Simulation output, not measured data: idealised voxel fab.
A process module follows: voxel self aligned contacts.
Square cell edge 5 nm, section width 290 nm, ID cut.
Format of a cross-section: grid, square cells. Given as bands. Order: top down. Band: one or more rows of cells.
A band entry consists of two parts. The first gives the height of the band's top and the height of its bottom, in nm. The rest lists the band's materials from left to right, each with its width in nm. A single material labelled with the word "everywhere" fills the band from edge to edge, and the word "empty" marks empty space.
Heights are reckoned from 0. Under this level, the received wafer is all of one material. The bottommost band is open-ended downward, for example "top 0, no bottom".
The two numbers in a width such as "30->40" mark its ends across the band: the first belongs to the top row of cells, the second to the bottom row, and from each row to the next the width moves by the same amount.
"nothing different" means the step left every cell of the cross-section as it was.
What "Closed void register" gives you is every empty space of 8 cells or more that is cut off from the top. Each appears as width x height at distance, with the distance taken from the left edge and width, height and distance all in nm.
Anything after a step's settings on that line? It's the simulator's own note about the step.
For masked steps, "overlay nm" on the step line gives how far right of plan the mask actually lay; a minus sign means it lay to the left.
Listed below are the process steps as planned:
- 1: RECEIVE (material Si)
- 2: CONFORMAL_DEP (material SiO2; thk nm 5)
- 3: DIRECTIONAL_DEP (material polySi; thk nm 25)
- 4: DIRECTIONAL_DEP (material SiN; thk nm 20)
- 5: DIRECTIONAL_DEP (material aC; thk nm 10)
- 6: PATTERN (tone cover; mask id GATE; material resist; width nm 35; pitch nm 60; thk nm 25; overlay nm 0)
- 7: DIRECTIONAL_ETCH (etch materials aC; depth nm 10)
- 8: STRIP (etch materials resist)
- 9: DIRECTIONAL_ETCH (etch materials SiN; depth nm 20)
- 10: DIRECTIONAL_ETCH (etch materials polySi; depth nm 25)
- 11: STRIP (etch materials aC)
- 12: CONFORMAL_DEP (material SiN; thk nm 5)
- 13: DIRECTIONAL_ETCH (etch materials SiN; depth nm 5)
- 14: FILL_DEP (material SiO2; thk nm 10)
- 15: CMP (height nm 55)
- 16: MASKED_ETCH (tone open; mask id CONTACT; width nm 25; etch materials SiO2; depth nm 55; overlay nm 0)
- 17: CONFORMAL_DEP (material TiN; thk nm 5)
- 18: FILL_DEP (material W; thk nm 5)
- 19: CMP (height nm 55)
- 20: CONFORMAL_DEP (material SiN; thk nm 5)
Every wafer here starts from the same state; it is the step 16 width nm that distinguishes them, and the value the plan gives belongs to the first wafer.
Received wafers, first of several: cross-section after step 1:
- top 0, no bottom: Si everywhere
- Closed void register: none
First of several wafers in cross-section at module end, following the final step, step 20:
- top 60, bottom 55: SiN everywhere
- top 55, bottom 50: 130 nm SiO2 | 10 nm TiN | 5 nm W | 10 nm TiN | 135 nm SiO2
- top 50, bottom 30: 90 nm SiO2 | 45 nm SiN | 5 nm TiN | 5 nm W | 5 nm TiN | 45 nm SiN | 95 nm SiO2
- top 30, bottom 5: 90 nm SiO2 | 5 nm SiN | 35 nm polySi | 5 nm SiN | 5 nm TiN | 5 nm W | 5 nm TiN | 5 nm SiN | 35 nm polySi | 5 nm SiN | 95 nm SiO2
- top 5, bottom 0: 135 nm SiO2 | 15 nm TiN | 140 nm SiO2
- top 0, no bottom: Si everywhere
- Closed void register: none
Of the several wafers, the last: cross-section at the end of the module:
- top 60, bottom 55: SiN everywhere
- top 55, bottom 50: 120 nm SiO2 | 20 nm TiN | 5 nm W | 25 nm TiN | 120 nm SiO2
- top 50, bottom 30: 90 nm SiO2 | 45 nm SiN | 5 nm TiN | 5 nm W | 5 nm TiN | 45 nm SiN | 95 nm SiO2
- top 30, bottom 5: 90 nm SiO2 | 5 nm SiN | 35 nm polySi | 5 nm SiN | 5 nm TiN | 5 nm W | 5 nm TiN | 5 nm SiN | 35 nm polySi | 5 nm SiN | 95 nm SiO2
- top 5, bottom 0: 135 nm SiO2 | 15 nm TiN | 140 nm SiO2
- top 0, no bottom: Si everywhere
- Closed void register: none
Table: wafers, a row each; end-of-module cell change per material since receipt, gain (+), loss (-); then closed voids:
width nm 25; +150 SiN; +441 SiO2; +25 TiN; +10 W; +70 polySi; Closed void register: none
width nm 30; +150 SiN; +440 SiO2; +26 TiN; +10 W; +70 polySi; Closed void register: none
width nm 35; +150 SiN; +439 SiO2; +27 TiN; +10 W; +70 polySi; Closed void register: none
width nm 40; +150 SiN; +438 SiO2; +28 TiN; +10 W; +70 polySi; Closed void register: none
width nm 45; +150 SiN; +437 SiO2; +29 TiN; +10 W; +70 polySi; Closed void register: none
width nm 50; +150 SiN; +436 SiO2; +30 TiN; +10 W; +70 polySi; Closed void register: none
